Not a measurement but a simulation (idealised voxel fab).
process module | voxel transistor to metal
cross-section cut | 190 nm wide | cells 5 nm
A cross-section is a grid of square cells, given in bands from the top down. A band is one or more rows of cells.
Each band's line starts with the height of the band's top and of its bottom, in nm. Then come its materials from left to right, each with its width in nm. One material with "throughout" fills the band from edge to edge. "air" is empty space.
Height 0 is the level under which the wafer as received is all one material. The lowest band goes on downwards, as in "0 down".
A width such as "30 to 40" changes by the same amount from each row of cells to the next, from the band's top row to its bottom row.
"no change" after a step means that no cell of the cross-section changed.
closed voids: empty space of 8 cells or more with no open way to the top, each as width x height at its distance from the left edge, in nm
after a step's settings: what the simulator itself notes on the step
overlay nm, on a step with a mask: how far to the right of its planned place the mask lay; to the left if negative
plan
1 op RECEIVE | material Si
2 op OXIDIZE | depth nm 5
3 op CONFORMAL_DEP | material SiN | thk nm 10
4 op PATTERN | tone cover | mask id ACTIVE | material resist | width nm 120 | thk nm 20 | overlay nm 0
5 op DIRECTIONAL_ETCH | etch materials SiN | depth nm 10
6 op DIRECTIONAL_ETCH | etch materials SiO2 | depth nm 5
7 op DIRECTIONAL_ETCH | etch materials Si | depth nm 20
8 op STRIP | etch materials resist
9 op FILL_DEP | material SiO2 | thk nm 15
10 op CMP | height nm 10
11 op SELECTIVE_ETCH | etch materials SiO2 | depth nm 5
12 op STRIP | etch materials SiN
13 op SELECTIVE_ETCH | etch materials SiO2 | depth nm 5
14 op OXIDIZE | depth nm 5
15 op DIRECTIONAL_DEP | material polySi | thk nm 20
16 op DIRECTIONAL_DEP | material SiCN | thk nm 10
17 op DIRECTIONAL_DEP | material aC | thk nm 15
18 op PATTERN | tone cover | mask id GATE | material resist | width nm 30 | thk nm 30 | overlay nm 0
19 op DIRECTIONAL_ETCH | etch materials aC | depth nm 15
20 op STRIP | etch materials resist
21 op DIRECTIONAL_ETCH | etch materials SiCN | depth nm 20
22 op DIRECTIONAL_ETCH | etch materials polySi | depth nm 30
23 op STRIP | etch materials aC
24 op CONFORMAL_DEP | material SiN | thk nm 5
25 op DIRECTIONAL_ETCH | etch materials SiN | depth nm 5
26 op DIRECTIONAL_ETCH | etch materials SiO2 | depth nm 5
27 op DIRECTIONAL_ETCH | etch materials Si | depth nm 10
28 op EPI | material pSi | thk nm 10
29 op FILL_DEP | material SiO2 | thk nm 5
30 op CMP | height nm 15
31 op STRIP | etch materials polySi
32 op SELECTIVE_ETCH | etch materials SiO2 | depth nm 5
33 op CONFORMAL_DEP | material HfO2 | thk nm 5
34 op CONFORMAL_DEP | material TiN | thk nm 5
35 op FILL_DEP | material W | thk nm 5
36 op CMP | height nm 10
37 op DIRECTIONAL_DEP | material SiO2 | thk nm 10
38 op PATTERN | tone open | mask id CONTACT | material resist | width nm 15 | pitch nm 85 | thk nm 20 | overlay nm 0
39 op DIRECTIONAL_ETCH | etch materials SiO2 | depth nm 30
40 op STRIP | etch materials resist
41 op CONFORMAL_DEP | material TiN | thk nm 5
42 op FILL_DEP | material W | thk nm 5
43 op CMP | height nm 20
44 op CONFORMAL_DEP | material SiCN | thk nm 5
45 op DIRECTIONAL_DEP | material SiO2 | thk nm 15
46 op PATTERN | tone open | mask id METAL_1 | material resist | width nm 15 | pitch nm 85 | thk nm 20 | overlay nm 0
47 op DIRECTIONAL_ETCH | etch materials SiO2 | depth nm 15
48 op DIRECTIONAL_ETCH | etch materials SiCN | depth nm 5
49 op STRIP | etch materials resist
50 op CONFORMAL_DEP | material TiN | thk nm 5
51 op FILL_DEP | material W | thk nm 5
52 op CMP | height nm 40
53 op CONFORMAL_DEP | material SiCN | thk nm 5
54 op DIRECTIONAL_DEP | material lowk | thk nm 25
55 op DIRECTIONAL_DEP | material aC | thk nm 15
56 op PATTERN | tone open | mask id METAL_2 | material resist | width nm 15 | pitch nm 85 | thk nm 30 | overlay nm 0
57 op DIRECTIONAL_ETCH | etch materials aC | depth nm 15
58 op STRIP | etch materials resist
59 op DIRECTIONAL_ETCH | etch materials lowk | depth nm 15
60 op STRIP | etch materials aC
61 op PATTERN | tone open | mask id METAL_2_HOLES | material resist | width nm 15 | pitch nm 85 | thk nm 20 | overlay nm 0
62 op DIRECTIONAL_ETCH | etch materials lowk | depth nm 10
63 op DIRECTIONAL_ETCH | etch materials SiCN | depth nm 5
64 op STRIP | etch materials resist
65 op CONFORMAL_DEP | material TiN | thk nm 5
66 op FILL_DEP | material Cu | thk nm 10
67 op CMP | height nm 70
68 op CONFORMAL_DEP | material SiN | thk nm 5
as received, after step 1
  0 down: Si throughout
  closed voids: none
a wafer at the end: this start, this plan, one mistake
  75 to 70: SiN throughout
  70 to 45: lowk 45 | TiN 5 | Cu 5 | TiN 5 | lowk 70 | TiN 5 | Cu 5 | TiN 5 | lowk 45
  45 to 40: SiCN 45 | TiN 15 | SiCN 70 | TiN 15 | SiCN 45
  40 to 25: SiO2 45 | TiN 5 | W 5 | TiN 5 | SiO2 70 | TiN 5 | W 5 | TiN 5 | SiO2 45
  25 to 20: SiCN 45 | TiN 15 | SiCN 70 | TiN 15 | SiCN 45
  20 to 10: SiO2 45 | TiN 5 | W 5 | TiN 5 | SiO2 70 | TiN 5 | W 5 | TiN 5 | SiO2 45
  10 to 0: SiO2 45 | TiN 5 | W 5 | TiN 5 | SiO2 15 | SiN 5 | HfO2 5 | TiN 5 | W 10 | TiN 5 | HfO2 5 | SiN 5 | SiO2 15 | TiN 5 | W 5 | TiN 5 | SiO2 45
  0 to -5: SiO2 30 | SiN 5 | SiO2 10 | TiN 5 | W 5 | TiN 5 | SiO2 5 | pSi 10 | SiN 5 | HfO2 5 | TiN 20 | HfO2 5 | SiN 5 | pSi 10 | SiO2 5 | TiN 5 | W 5 | TiN 5 | SiO2 10 | SiN 5 | SiO2 30
  -5 to -10: SiO2 45 | TiN 15 | SiO2 5 | pSi 10 | HfO2 40 | pSi 10 | SiO2 5 | TiN 15 | SiO2 45
  -10 to -20: SiO2 35 | pSi 40 | Si 40 | pSi 40 | SiO2 35
  -20 to -45: SiO2 35 | Si 120 | SiO2 35
  -45 down: Si throughout
  closed voids: none
what went wrong: step 7 was run twice
